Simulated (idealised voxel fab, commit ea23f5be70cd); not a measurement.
process module | voxel transistor to metal
The cross-section on display is named cut; it measures 300 nm wide, and its cells are 5 nm squares.
Each cross-section below is a grid of square cells, stated as bands in top-down order, with one or more rows of cells making up each band.
Top, bottom (nm), then materials left to right with widths (nm); lone material tagged "edge to edge" fills the whole band edge to edge; "empty" = empty space.
Convention: height 0 is the level below which the wafer, as received, is all one material. The lowest band does not terminate at the bottom but continues downward, represented as "0 and below".
The two numbers in a width such as "30 to 40" mark its ends across the band: the first belongs to the top row of cells, the second to the bottom row, and from each row to the next the width moves by the same amount.
"no alterations made" -> step changed no cross-section cell.
Closed empty spaces (no open way to the top) of 8 cells or more are what "Closed internal voids" lists, each as width x height at distance from the left edge, nm for all three.
Anything after a step's settings on that line? It's the simulator's own note about the step.
When a step includes a mask, the "overlay nm" setting on its line states how far to the right of its planned place that mask lay, and negative values state how far to the left.

### Steps planned for the process
1,RECEIVE, material Si
2,OXIDIZE, depth nm 5
3,CONFORMAL_DEP, material SiN, thk nm 15
4,PATTERN, tone cover, mask id ACTIVE, material resist, width nm 90, pitch nm 110, thk nm 20, overlay nm 0
5,DIRECTIONAL_ETCH, etch materials SiN, depth nm 15
6,DIRECTIONAL_ETCH, etch materials SiO2, depth nm 5
7,DIRECTIONAL_ETCH, etch materials Si, depth nm 30
8,STRIP, etch materials resist
9,OXIDIZE, depth nm 5
10,FILL_DEP, material SiO2, thk nm 10
11,CMP, height nm 15
12,SELECTIVE_ETCH, etch materials SiO2, depth nm 5
13,STRIP, etch materials SiN
14,SELECTIVE_ETCH, etch materials SiO2, depth nm 5
15,OXIDIZE, depth nm 5
16,DIRECTIONAL_DEP, material polySi, thk nm 30
17,DIRECTIONAL_DEP, material SiCN, thk nm 10
18,MASKED_ETCH, tone cover, mask id GATE, width nm 20, pitch nm 110, etch materials SiCN, depth nm 20, overlay nm 0
19,MASKED_ETCH, tone cover, mask id GATE, width nm 20, pitch nm 110, etch materials polySi, depth nm 40, overlay nm 0
20,CONFORMAL_DEP, material SiO2, thk nm 5
21,DIRECTIONAL_ETCH, etch materials SiO2, depth nm 5
22,CONFORMAL_DEP, material SiN, thk nm 5
23,DIRECTIONAL_ETCH, etch materials SiN, depth nm 5
24,DIRECTIONAL_ETCH, etch materials SiO2, depth nm 5
25,DIRECTIONAL_ETCH, etch materials Si, depth nm 15
26,EPI, material SiGe, thk nm 15
27,FILL_DEP, material SiO2, thk nm 5
28,CMP, height nm 35
29,DIRECTIONAL_DEP, material SiO2, thk nm 10
30,DIRECTIONAL_DEP, material aC, thk nm 15
31,PATTERN, tone open, mask id CONTACT, material resist, width nm 15, thk nm 35, overlay nm 0
32,DIRECTIONAL_ETCH, etch materials aC, depth nm 15
33,STRIP, etch materials resist
34,DIRECTIONAL_ETCH, etch materials SiO2, depth nm 55
35,STRIP, etch materials aC
36,CONFORMAL_DEP, material TiN, thk nm 5
37,FILL_DEP, material W, thk nm 5
38,CMP, height nm 45
39,DIRECTIONAL_DEP, material TiN, thk nm 5
40,DIRECTIONAL_DEP, material Ru, thk nm 20
41,PATTERN, tone cover, mask id METAL_1, material resist, width nm 15, thk nm 15, overlay nm 0
42,DIRECTIONAL_ETCH, etch materials Ru, depth nm 20
43,DIRECTIONAL_ETCH, etch materials TiN, depth nm 5
44,STRIP, etch materials resist
45,CONFORMAL_DEP, material SiN, thk nm 5
46,FILL_DEP, material SiO2, thk nm 10
47,CMP, height nm 70
48,CONFORMAL_DEP, material SiCN, thk nm 5

### First of two wafers, with the run carried out as planned

### This is the cross-section of the wafer as we received it, i.e. after step 1
- 0 and below: Si edge to edge
- Closed internal voids: none

### Upon completion of step 2, the wafer appears in cross-section as shown
- 0 down to -5: SiO2 edge to edge
- At heights below -5, the structure remains unaltered.

### Upon completion of step 3, the wafer appears in cross-section as shown
- 15 down to 0: SiN edge to edge
- At heights below 0, the structure remains unaltered.

### Upon completion of step 4, the wafer appears in cross-section as shown
- 35 down to 15: empty=50 / resist=90 / empty=20 / resist=90 / empty=50
- At heights below 15, the structure remains unaltered.

### Upon completion of step 5, the wafer appears in cross-section as shown
- 35 down to 15: empty=50 / resist=90 / empty=20 / resist=90 / empty=50
- 15 down to 0: empty=50 / SiN=90 / empty=20 / SiN=90 / empty=50
- At heights below 0, the structure remains unaltered.

### Upon completion of step 6, the wafer appears in cross-section as shown
- 35 down to 15: empty=50 / resist=90 / empty=20 / resist=90 / empty=50
- 15 down to 0: empty=50 / SiN=90 / empty=20 / SiN=90 / empty=50
- 0 down to -5: empty=50 / SiO2=90 / empty=20 / SiO2=90 / empty=50
- At heights below -5, the structure remains unaltered.

### Upon completion of step 7, the wafer appears in cross-section as shown
- 35 down to 15: empty=50 / resist=90 / empty=20 / resist=90 / empty=50
- 15 down to 0: empty=50 / SiN=90 / empty=20 / SiN=90 / empty=50
- 0 down to -5: empty=50 / SiO2=90 / empty=20 / SiO2=90 / empty=50
- -5 down to -35: empty=50 / Si=90 / empty=20 / Si=90 / empty=50
- At heights below -35, the structure remains unaltered.

### Upon completion of step 8, the wafer appears in cross-section as shown
- 15 down to 0: empty=50 / SiN=90 / empty=20 / SiN=90 / empty=50
- At heights below 0, the structure remains unaltered.

### Upon completion of step 9, the wafer appears in cross-section as shown
- 15 down to 0: empty=50 / SiN=90 / empty=20 / SiN=90 / empty=50
- 0 down to -5: empty=50 / SiO2=90 / empty=20 / SiO2=90 / empty=50
- -5 down to -35: empty=50 / SiO2=5 / Si=80 / SiO2=5 / empty=20 / SiO2=5 / Si=80 / SiO2=5 / empty=50
- -35 down to -40: SiO2=55 / Si=80 / SiO2=30 / Si=80 / SiO2=55
- At heights below -40, the structure remains unaltered.

### Upon completion of step 10, the wafer appears in cross-section as shown
- 25 down to 15: SiO2 edge to edge
- 15 down to 0: SiO2=50 / SiN=90 / SiO2=20 / SiN=90 / SiO2=50
- 0 down to -5: SiO2 edge to edge
- -5 down to -40: SiO2=55 / Si=80 / SiO2=30 / Si=80 / SiO2=55
- At heights below -40, the structure remains unaltered.

### Upon completion of step 11, the wafer appears in cross-section as shown
- 15 down to 0: SiO2=50 / SiN=90 / SiO2=20 / SiN=90 / SiO2=50
- At heights below 0, the structure remains unaltered.

### Upon completion of step 12, the wafer appears in cross-section as shown
- 15 down to 10: empty=50 / SiN=90 / empty=20 / SiN=90 / empty=50
- At heights below 10, the structure remains unaltered.

### Upon completion of step 13, the wafer appears in cross-section as shown
- 10 down to 0: SiO2=50 / empty=90 / SiO2=20 / empty=90 / SiO2=50
- At heights below 0, the structure remains unaltered.

### Upon completion of step 14, the wafer appears in cross-section as shown
- 5 down to -5: SiO2=45 / empty=100 / SiO2=10 / empty=100 / SiO2=45
- At heights below -5, the structure remains unaltered.

### Upon completion of step 15, the wafer appears in cross-section as shown
- 5 down to -5: SiO2=45 / empty=100 / SiO2=10 / empty=100 / SiO2=45
- -5 down to -10: SiO2 edge to edge
- At heights below -10, the structure remains unaltered.

### Upon completion of step 16, the wafer appears in cross-section as shown
- 35 down to 25: polySi=45 / empty=100 / polySi=10 / empty=100 / polySi=45
- 25 down to 5: polySi edge to edge
- 5 down to -5: SiO2=45 / polySi=100 / SiO2=10 / polySi=100 / SiO2=45
- At heights below -5, the structure remains unaltered.

### Upon completion of step 17, the wafer appears in cross-section as shown
- 45 down to 35: SiCN=45 / empty=100 / SiCN=10 / empty=100 / SiCN=45
- 35 down to 25: polySi=45 / SiCN=100 / polySi=10 / SiCN=100 / polySi=45
- At heights below 25, the structure remains unaltered.

### Upon completion of step 18, the wafer appears in cross-section as shown
- 35 down to 25: polySi=45 / empty=40 / SiCN=20 / empty=40 / polySi=10 / empty=40 / SiCN=20 / empty=40 / polySi=45
- At heights below 25, the structure remains unaltered.

### Upon completion of step 19, the wafer appears in cross-section as shown
- 35 down to 25: empty=85 / SiCN=20 / empty=90 / SiCN=20 / empty=85
- 25 down to 5: empty=85 / polySi=20 / empty=90 / polySi=20 / empty=85
- 5 down to -5: SiO2=45 / empty=40 / polySi=20 / empty=40 / SiO2=10 / empty=40 / polySi=20 / empty=40 / SiO2=45
- At heights below -5, the structure remains unaltered.

### Upon completion of step 20, the wafer appears in cross-section as shown
- 40 down to 35: empty=80 / SiO2=30 / empty=80 / SiO2=30 / empty=80
- 35 down to 25: empty=80 / SiO2=5 / SiCN=20 / SiO2=5 / empty=80 / SiO2=5 / SiCN=20 / SiO2=5 / empty=80
- 25 down to 10: empty=80 / SiO2=5 / polySi=20 / SiO2=5 / empty=80 / SiO2=5 / polySi=20 / SiO2=5 / empty=80
- 10 down to 0: SiO2=50 / empty=30 / SiO2=5 / polySi=20 / SiO2=5 / empty=30 / SiO2=20 / empty=30 / SiO2=5 / polySi=20 / SiO2=5 / empty=30 / SiO2=50
- 0 down to -5: SiO2=85 / polySi=20 / SiO2=90 / polySi=20 / SiO2=85
- At heights below -5, the structure remains unaltered.

### Upon completion of step 21, the wafer appears in cross-section as shown
- 35 down to 25: empty=80 / SiO2=5 / SiCN=20 / SiO2=5 / empty=80 / SiO2=5 / SiCN=20 / SiO2=5 / empty=80
- 25 down to 5: empty=80 / SiO2=5 / polySi=20 / SiO2=5 / empty=80 / SiO2=5 / polySi=20 / SiO2=5 / empty=80
- 5 down to -5: SiO2=50 / empty=30 / SiO2=5 / polySi=20 / SiO2=5 / empty=30 / SiO2=20 / empty=30 / SiO2=5 / polySi=20 / SiO2=5 / empty=30 / SiO2=50
- At heights below -5, the structure remains unaltered.

### Upon completion of step 22, the wafer appears in cross-section as shown
- 40 down to 35: empty=75 / SiN=40 / empty=70 / SiN=40 / empty=75
- 35 down to 25: empty=75 / SiN=5 / SiO2=5 / SiCN=20 / SiO2=5 / SiN=5 / empty=70 / SiN=5 / SiO2=5 / SiCN=20 / SiO2=5 / SiN=5 / empty=75
- 25 down to 10: empty=75 / SiN=5 / SiO2=5 / polySi=20 / SiO2=5 / SiN=5 / empty=70 / SiN=5 / SiO2=5 / polySi=20 / SiO2=5 / SiN=5 / empty=75
- 10 down to 5: SiN=55 / empty=20 / SiN=5 / SiO2=5 / polySi=20 / SiO2=5 / SiN=5 / empty=20 / SiN=30 / empty=20 / SiN=5 / SiO2=5 / polySi=20 / SiO2=5 / SiN=5 / empty=20 / SiN=55
- 5 down to 0: SiO2=50 / SiN=5 / empty=20 / SiN=5 / SiO2=5 / polySi=20 / SiO2=5 / SiN=5 / empty=20 / SiN=5 / SiO2=20 / SiN=5 / empty=20 / SiN=5 / SiO2=5 / polySi=20 / SiO2=5 / SiN=5 / empty=20 / SiN=5 / SiO2=50
- 0 down to -5: SiO2=50 / SiN=30 / SiO2=5 / polySi=20 / SiO2=5 / SiN=30 / SiO2=20 / SiN=30 / SiO2=5 / polySi=20 / SiO2=5 / SiN=30 / SiO2=50
- At heights below -5, the structure remains unaltered.

### Upon completion of step 23, the wafer appears in cross-section as shown
- 35 down to 25: empty=75 / SiN=5 / SiO2=5 / SiCN=20 / SiO2=5 / SiN=5 / empty=70 / SiN=5 / SiO2=5 / SiCN=20 / SiO2=5 / SiN=5 / empty=75
- 25 down to 5: empty=75 / SiN=5 / SiO2=5 / polySi=20 / SiO2=5 / SiN=5 / empty=70 / SiN=5 / SiO2=5 / polySi=20 / SiO2=5 / SiN=5 / empty=75
- 5 down to -5: SiO2=50 / SiN=5 / empty=20 / SiN=5 / SiO2=5 / polySi=20 / SiO2=5 / SiN=5 / empty=20 / SiN=5 / SiO2=20 / SiN=5 / empty=20 / SiN=5 / SiO2=5 / polySi=20 / SiO2=5 / SiN=5 / empty=20 / SiN=5 / SiO2=50
- At heights below -5, the structure remains unaltered.

### Upon completion of step 24, the wafer appears in cross-section as shown
- 35 down to 30: empty=75 / SiN=5 / empty=5 / SiCN=20 / empty=5 / SiN=5 / empty=70 / SiN=5 / empty=5 / SiCN=20 / empty=5 / SiN=5 / empty=75
- 30 down to 25: empty=75 / SiN=5 / SiO2=5 / SiCN=20 / SiO2=5 / SiN=5 / empty=70 / SiN=5 / SiO2=5 / SiCN=20 / SiO2=5 / SiN=5 / empty=75
- 25 down to 5: empty=75 / SiN=5 / SiO2=5 / polySi=20 / SiO2=5 / SiN=5 / empty=70 / SiN=5 / SiO2=5 / polySi=20 / SiO2=5 / SiN=5 / empty=75
- 5 down to 0: empty=50 / SiN=5 / empty=20 / SiN=5 / SiO2=5 / polySi=20 / SiO2=5 / SiN=5 / empty=20 / SiN=5 / empty=20 / SiN=5 / empty=20 / SiN=5 / SiO2=5 / polySi=20 / SiO2=5 / SiN=5 / empty=20 / SiN=5 / empty=50
- 0 down to -5: SiO2=50 / SiN=5 / empty=20 / SiN=5 / SiO2=5 / polySi=20 / SiO2=5 / SiN=5 / empty=20 / SiN=5 / SiO2=20 / SiN=5 / empty=20 / SiN=5 / SiO2=5 / polySi=20 / SiO2=5 / SiN=5 / empty=20 / SiN=5 / SiO2=50
- -5 down to -10: SiO2=55 / empty=20 / SiO2=40 / empty=20 / SiO2=30 / empty=20 / SiO2=40 / empty=20 / SiO2=55
- At heights below -10, the structure remains unaltered.

### Upon completion of step 25, the wafer appears in cross-section as shown
- 35 down to 30: empty=75 / SiN=5 / empty=5 / SiCN=20 / empty=5 / SiN=5 / empty=70 / SiN=5 / empty=5 / SiCN=20 / empty=5 / SiN=5 / empty=75
- 30 down to 25: empty=75 / SiN=5 / SiO2=5 / SiCN=20 / SiO2=5 / SiN=5 / empty=70 / SiN=5 / SiO2=5 / SiCN=20 / SiO2=5 / SiN=5 / empty=75
- 25 down to 5: empty=75 / SiN=5 / SiO2=5 / polySi=20 / SiO2=5 / SiN=5 / empty=70 / SiN=5 / SiO2=5 / polySi=20 / SiO2=5 / SiN=5 / empty=75
- 5 down to 0: empty=50 / SiN=5 / empty=20 / SiN=5 / SiO2=5 / polySi=20 / SiO2=5 / SiN=5 / empty=20 / SiN=5 / empty=20 / SiN=5 / empty=20 / SiN=5 / SiO2=5 / polySi=20 / SiO2=5 / SiN=5 / empty=20 / SiN=5 / empty=50
- 0 down to -5: SiO2=50 / SiN=5 / empty=20 / SiN=5 / SiO2=5 / polySi=20 / SiO2=5 / SiN=5 / empty=20 / SiN=5 / SiO2=20 / SiN=5 / empty=20 / SiN=5 / SiO2=5 / polySi=20 / SiO2=5 / SiN=5 / empty=20 / SiN=5 / SiO2=50
- -5 down to -10: SiO2=55 / empty=20 / SiO2=40 / empty=20 / SiO2=30 / empty=20 / SiO2=40 / empty=20 / SiO2=55
- -10 down to -25: SiO2=55 / empty=20 / Si=40 / empty=20 / SiO2=30 / empty=20 / Si=40 / empty=20 / SiO2=55
- At heights below -25, the structure remains unaltered.

### Upon completion of step 26, the wafer appears in cross-section as shown
- 35 down to 30: empty=75 / SiN=5 / empty=5 / SiCN=20 / empty=5 / SiN=5 / empty=70 / SiN=5 / empty=5 / SiCN=20 / empty=5 / SiN=5 / empty=75
- 30 down to 25: empty=75 / SiN=5 / SiO2=5 / SiCN=20 / SiO2=5 / SiN=5 / empty=70 / SiN=5 / SiO2=5 / SiCN=20 / SiO2=5 / SiN=5 / empty=75
- 25 down to 5: empty=75 / SiN=5 / SiO2=5 / polySi=20 / SiO2=5 / SiN=5 / empty=70 / SiN=5 / SiO2=5 / polySi=20 / SiO2=5 / SiN=5 / empty=75
- 5 down to 0: empty=50 / SiN=5 / empty=5 / SiGe=15 / SiN=5 / SiO2=5 / polySi=20 / SiO2=5 / SiN=5 / SiGe=15 / empty=5 / SiN=5 / empty=20 / SiN=5 / empty=5 / SiGe=15 / SiN=5 / SiO2=5 / polySi=20 / SiO2=5 / SiN=5 / SiGe=15 / empty=5 / SiN=5 / empty=50
- 0 down to -5: SiO2=50 / SiN=5 / empty=5 / SiGe=15 / SiN=5 / SiO2=5 / polySi=20 / SiO2=5 / SiN=5 / SiGe=15 / empty=5 / SiN=5 / SiO2=20 / SiN=5 / empty=5 / SiGe=15 / SiN=5 / SiO2=5 / polySi=20 / SiO2=5 / SiN=5 / SiGe=15 / empty=5 / SiN=5 / SiO2=50
- -5 down to -10: SiO2=55 / empty=5 / SiGe=15 / SiO2=40 / SiGe=15 / empty=5 / SiO2=30 / empty=5 / SiGe=15 / SiO2=40 / SiGe=15 / empty=5 / SiO2=55
- -10 down to -25: SiO2=55 / SiGe=20 / Si=40 / SiGe=20 / SiO2=30 / SiGe=20 / Si=40 / SiGe=20 / SiO2=55
- At heights below -25, the structure remains unaltered.

### Upon completion of step 27, the wafer appears in cross-section as shown
- 40 down to 35: SiO2 edge to edge
- 35 down to 25: SiO2=75 / SiN=5 / SiO2=5 / SiCN=20 / SiO2=5 / SiN=5 / SiO2=70 / SiN=5 / SiO2=5 / SiCN=20 / SiO2=5 / SiN=5 / SiO2=75
- 25 down to 5: SiO2=75 / SiN=5 / SiO2=5 / polySi=20 / SiO2=5 / SiN=5 / SiO2=70 / SiN=5 / SiO2=5 / polySi=20 / SiO2=5 / SiN=5 / SiO2=75
- 5 down to -5: SiO2=50 / SiN=5 / SiO2=5 / SiGe=15 / SiN=5 / SiO2=5 / polySi=20 / SiO2=5 / SiN=5 / SiGe=15 / SiO2=5 / SiN=5 / SiO2=20 / SiN=5 / SiO2=5 / SiGe=15 / SiN=5 / SiO2=5 / polySi=20 / SiO2=5 / SiN=5 / SiGe=15 / SiO2=5 / SiN=5 / SiO2=50
- -5 down to -10: SiO2=60 / SiGe=15 / SiO2=40 / SiGe=15 / SiO2=40 / SiGe=15 / SiO2=40 / SiGe=15 / SiO2=60
- At heights below -10, the structure remains unaltered.

### Upon completion of step 28, the wafer appears in cross-section as shown
- 35 down to 25: SiO2=75 / SiN=5 / SiO2=5 / SiCN=20 / SiO2=5 / SiN=5 / SiO2=70 / SiN=5 / SiO2=5 / SiCN=20 / SiO2=5 / SiN=5 / SiO2=75
- At heights below 25, the structure remains unaltered.

### Upon completion of step 29, the wafer appears in cross-section as shown
- 45 down to 35: SiO2 edge to edge
- At heights below 35, the structure remains unaltered.

### Upon completion of step 30, the wafer appears in cross-section as shown
- 60 down to 45: aC edge to edge
- At heights below 45, the structure remains unaltered.

### Upon completion of step 31, the wafer appears in cross-section as shown
- 95 down to 60: resist=55 / empty=15 / resist=50 / empty=15 / resist=30 / empty=15 / resist=50 / empty=15 / resist=55
- At heights below 60, the structure remains unaltered.

### Upon completion of step 32, the wafer appears in cross-section as shown
- 80 down to 60: resist=55 / empty=15 / resist=50 / empty=15 / resist=30 / empty=15 / resist=50 / empty=15 / resist=55
- 60 down to 45: aC=55 / empty=15 / aC=50 / empty=15 / aC=30 / empty=15 / aC=50 / empty=15 / aC=55
- At heights below 45, the structure remains unaltered.

### Upon completion of step 33, the wafer appears in cross-section as shown
- 60 down to 45: aC=55 / empty=15 / aC=50 / empty=15 / aC=30 / empty=15 / aC=50 / empty=15 / aC=55
- At heights below 45, the structure remains unaltered.

### Upon completion of step 34, the wafer appears in cross-section as shown
- 60 down to 45: aC=55 / empty=15 / aC=50 / empty=15 / aC=30 / empty=15 / aC=50 / empty=15 / aC=55
- 45 down to 35: SiO2=55 / empty=15 / SiO2=50 / empty=15 / SiO2=30 / empty=15 / SiO2=50 / empty=15 / SiO2=55
- 35 down to 25: SiO2=55 / empty=15 / SiO2=5 / SiN=5 / SiO2=5 / SiCN=20 / SiO2=5 / SiN=5 / SiO2=5 / empty=15 / SiO2=30 / empty=15 / SiO2=5 / SiN=5 / SiO2=5 / SiCN=20 / SiO2=5 / SiN=5 / SiO2=5 / empty=15 / SiO2=55
- 25 down to 5: SiO2=55 / empty=15 / SiO2=5 / SiN=5 / SiO2=5 / polySi=20 / SiO2=5 / SiN=5 / SiO2=5 / empty=15 / SiO2=30 / empty=15 / SiO2=5 / SiN=5 / SiO2=5 / polySi=20 / SiO2=5 / SiN=5 / SiO2=5 / empty=15 / SiO2=55
- 5 down to -5: SiO2=50 / SiN=5 / empty=5 / SiGe=15 / SiN=5 / SiO2=5 / polySi=20 / SiO2=5 / SiN=5 / SiGe=15 / empty=5 / SiN=5 / SiO2=20 / SiN=5 / empty=5 / SiGe=15 / SiN=5 / SiO2=5 / polySi=20 / SiO2=5 / SiN=5 / SiGe=15 / empty=5 / SiN=5 / SiO2=50
- -5 down to -10: SiO2=55 / empty=5 / SiGe=15 / SiO2=40 / SiGe=15 / empty=5 / SiO2=30 / empty=5 / SiGe=15 / SiO2=40 / SiGe=15 / empty=5 / SiO2=55
- At heights below -10, the structure remains unaltered.

### Upon completion of step 35, the wafer appears in cross-section as shown
- 45 down to 35: SiO2=55 / empty=15 / SiO2=50 / empty=15 / SiO2=30 / empty=15 / SiO2=50 / empty=15 / SiO2=55
- At heights below 35, the structure remains unaltered.

### Upon completion of step 36, the wafer appears in cross-section as shown
- 50 down to 45: TiN=60 / empty=5 / TiN=60 / empty=5 / TiN=40 / empty=5 / TiN=60 / empty=5 / TiN=60
- 45 down to 35: SiO2=55 / TiN=5 / empty=5 / TiN=5 / SiO2=50 / TiN=5 / empty=5 / TiN=5 / SiO2=30 / TiN=5 / empty=5 / TiN=5 / SiO2=50 / TiN=5 / empty=5 / TiN=5 / SiO2=55
- 35 down to 25: SiO2=55 / TiN=5 / empty=5 / TiN=5 / SiO2=5 / SiN=5 / SiO2=5 / SiCN=20 / SiO2=5 / SiN=5 / SiO2=5 / TiN=5 / empty=5 / TiN=5 / SiO2=30 / TiN=5 / empty=5 / TiN=5 / SiO2=5 / SiN=5 / SiO2=5 / SiCN=20 / SiO2=5 / SiN=5 / SiO2=5 / TiN=5 / empty=5 / TiN=5 / SiO2=55
- 25 down to 10: SiO2=55 / TiN=5 / empty=5 / TiN=5 / SiO2=5 / SiN=5 / SiO2=5 / polySi=20 / SiO2=5 / SiN=5 / SiO2=5 / TiN=5 / empty=5 / TiN=5 / SiO2=30 / TiN=5 / empty=5 / TiN=5 / SiO2=5 / SiN=5 / SiO2=5 / polySi=20 / SiO2=5 / SiN=5 / SiO2=5 / TiN=5 / empty=5 / TiN=5 / SiO2=55
- 10 down to 5: SiO2=55 / TiN=15 / SiO2=5 / SiN=5 / SiO2=5 / polySi=20 / SiO2=5 / SiN=5 / SiO2=5 / TiN=15 / SiO2=30 / TiN=15 / SiO2=5 / SiN=5 / SiO2=5 / polySi=20 / SiO2=5 / SiN=5 / SiO2=5 / TiN=15 / SiO2=55
- 5 down to -5: SiO2=50 / SiN=5 / TiN=5 / SiGe=15 / SiN=5 / SiO2=5 / polySi=20 / SiO2=5 / SiN=5 / SiGe=15 / TiN=5 / SiN=5 / SiO2=20 / SiN=5 / TiN=5 / SiGe=15 / SiN=5 / SiO2=5 / polySi=20 / SiO2=5 / SiN=5 / SiGe=15 / TiN=5 / SiN=5 / SiO2=50
- -5 down to -10: SiO2=55 / TiN=5 / SiGe=15 / SiO2=40 / SiGe=15 / TiN=5 / SiO2=30 / TiN=5 / SiGe=15 / SiO2=40 / SiGe=15 / TiN=5 / SiO2=55
- At heights below -10, the structure remains unaltered.

### Upon completion of step 37, the wafer appears in cross-section as shown
- 55 down to 50: W edge to edge
- 50 down to 45: TiN=60 / W=5 / TiN=60 / W=5 / TiN=40 / W=5 / TiN=60 / W=5 / TiN=60
- 45 down to 35: SiO2=55 / TiN=5 / W=5 / TiN=5 / SiO2=50 / TiN=5 / W=5 / TiN=5 / SiO2=30 / TiN=5 / W=5 / TiN=5 / SiO2=50 / TiN=5 / W=5 / TiN=5 / SiO2=55
- 35 down to 25: SiO2=55 / TiN=5 / W=5 / TiN=5 / SiO2=5 / SiN=5 / SiO2=5 / SiCN=20 / SiO2=5 / SiN=5 / SiO2=5 / TiN=5 / W=5 / TiN=5 / SiO2=30 / TiN=5 / W=5 / TiN=5 / SiO2=5 / SiN=5 / SiO2=5 / SiCN=20 / SiO2=5 / SiN=5 / SiO2=5 / TiN=5 / W=5 / TiN=5 / SiO2=55
- 25 down to 10: SiO2=55 / TiN=5 / W=5 / TiN=5 / SiO2=5 / SiN=5 / SiO2=5 / polySi=20 / SiO2=5 / SiN=5 / SiO2=5 / TiN=5 / W=5 / TiN=5 / SiO2=30 / TiN=5 / W=5 / TiN=5 / SiO2=5 / SiN=5 / SiO2=5 / polySi=20 / SiO2=5 / SiN=5 / SiO2=5 / TiN=5 / W=5 / TiN=5 / SiO2=55
- At heights below 10, the structure remains unaltered.

### Upon completion of step 38, the wafer appears in cross-section as shown
- 45 down to 35: SiO2=55 / TiN=5 / W=5 / TiN=5 / SiO2=50 / TiN=5 / W=5 / TiN=5 / SiO2=30 / TiN=5 / W=5 / TiN=5 / SiO2=50 / TiN=5 / W=5 / TiN=5 / SiO2=55
- At heights below 35, the structure remains unaltered.

### Upon completion of step 39, the wafer appears in cross-section as shown
- 50 down to 45: TiN edge to edge
- At heights below 45, the structure remains unaltered.

### Upon completion of step 40, the wafer appears in cross-section as shown
- 70 down to 50: Ru edge to edge
- At heights below 50, the structure remains unaltered.

### Upon completion of step 41, the wafer appears in cross-section as shown
- 85 down to 70: empty=55 / resist=15 / empty=50 / resist=15 / empty=30 / resist=15 / empty=50 / resist=15 / empty=55
- At heights below 70, the structure remains unaltered.

### Upon completion of step 42, the wafer appears in cross-section as shown
- 85 down to 70: empty=55 / resist=15 / empty=50 / resist=15 / empty=30 / resist=15 / empty=50 / resist=15 / empty=55
- 70 down to 50: empty=55 / Ru=15 / empty=50 / Ru=15 / empty=30 / Ru=15 / empty=50 / Ru=15 / empty=55
- At heights below 50, the structure remains unaltered.

### Upon completion of step 43, the wafer appears in cross-section as shown
- 85 down to 70: empty=55 / resist=15 / empty=50 / resist=15 / empty=30 / resist=15 / empty=50 / resist=15 / empty=55
- 70 down to 50: empty=55 / Ru=15 / empty=50 / Ru=15 / empty=30 / Ru=15 / empty=50 / Ru=15 / empty=55
- 50 down to 45: empty=55 / TiN=15 / empty=50 / TiN=15 / empty=30 / TiN=15 / empty=50 / TiN=15 / empty=55
- At heights below 45, the structure remains unaltered.

### Upon completion of step 44, the wafer appears in cross-section as shown
- 70 down to 50: empty=55 / Ru=15 / empty=50 / Ru=15 / empty=30 / Ru=15 / empty=50 / Ru=15 / empty=55
- At heights below 50, the structure remains unaltered.

### Upon completion of step 45, the wafer appears in cross-section as shown
- 75 down to 70: empty=50 / SiN=25 / empty=40 / SiN=25 / empty=20 / SiN=25 / empty=40 / SiN=25 / empty=50
- 70 down to 50: empty=50 / SiN=5 / Ru=15 / SiN=5 / empty=40 / SiN=5 / Ru=15 / SiN=5 / empty=20 / SiN=5 / Ru=15 / SiN=5 / empty=40 / SiN=5 / Ru=15 / SiN=5 / empty=50
- 50 down to 45: SiN=55 / TiN=15 / SiN=50 / TiN=15 / SiN=30 / TiN=15 / SiN=50 / TiN=15 / SiN=55
- At heights below 45, the structure remains unaltered.

### Upon completion of step 46, the wafer appears in cross-section as shown
- 85 down to 75: SiO2 edge to edge
- 75 down to 70: SiO2=50 / SiN=25 / SiO2=40 / SiN=25 / SiO2=20 / SiN=25 / SiO2=40 / SiN=25 / SiO2=50
- 70 down to 50: SiO2=50 / SiN=5 / Ru=15 / SiN=5 / SiO2=40 / SiN=5 / Ru=15 / SiN=5 / SiO2=20 / SiN=5 / Ru=15 / SiN=5 / SiO2=40 / SiN=5 / Ru=15 / SiN=5 / SiO2=50
- At heights below 50, the structure remains unaltered.

### Upon completion of step 47, the wafer appears in cross-section as shown
- 70 down to 50: SiO2=50 / SiN=5 / Ru=15 / SiN=5 / SiO2=40 / SiN=5 / Ru=15 / SiN=5 / SiO2=20 / SiN=5 / Ru=15 / SiN=5 / SiO2=40 / SiN=5 / Ru=15 / SiN=5 / SiO2=50
- At heights below 50, the structure remains unaltered.

### Upon completion of step 48, the wafer appears in cross-section as shown
- 75 down to 70: SiCN edge to edge
- At heights below 70, the structure remains unaltered.

### It is to be noted that the second wafer proceeded from the same initial state and according to the same plan as the first, although one mistake was committed in its execution; through step 46, inclusive, the two wafers share an identical history

The second wafer in cross-section, at the planned close of step 47: no alterations made

### The second wafer in cross-section, at the planned close of step 48
- 90 down to 85: SiCN edge to edge
- At heights below 85, the structure remains unaltered.
Run error: step 47 of the plan was bypassed and not carried out
Looking at both finished wafers in cells, the second ends up ahead of or behind the first on some materials: 20 more of SiN; 160 more of SiO2
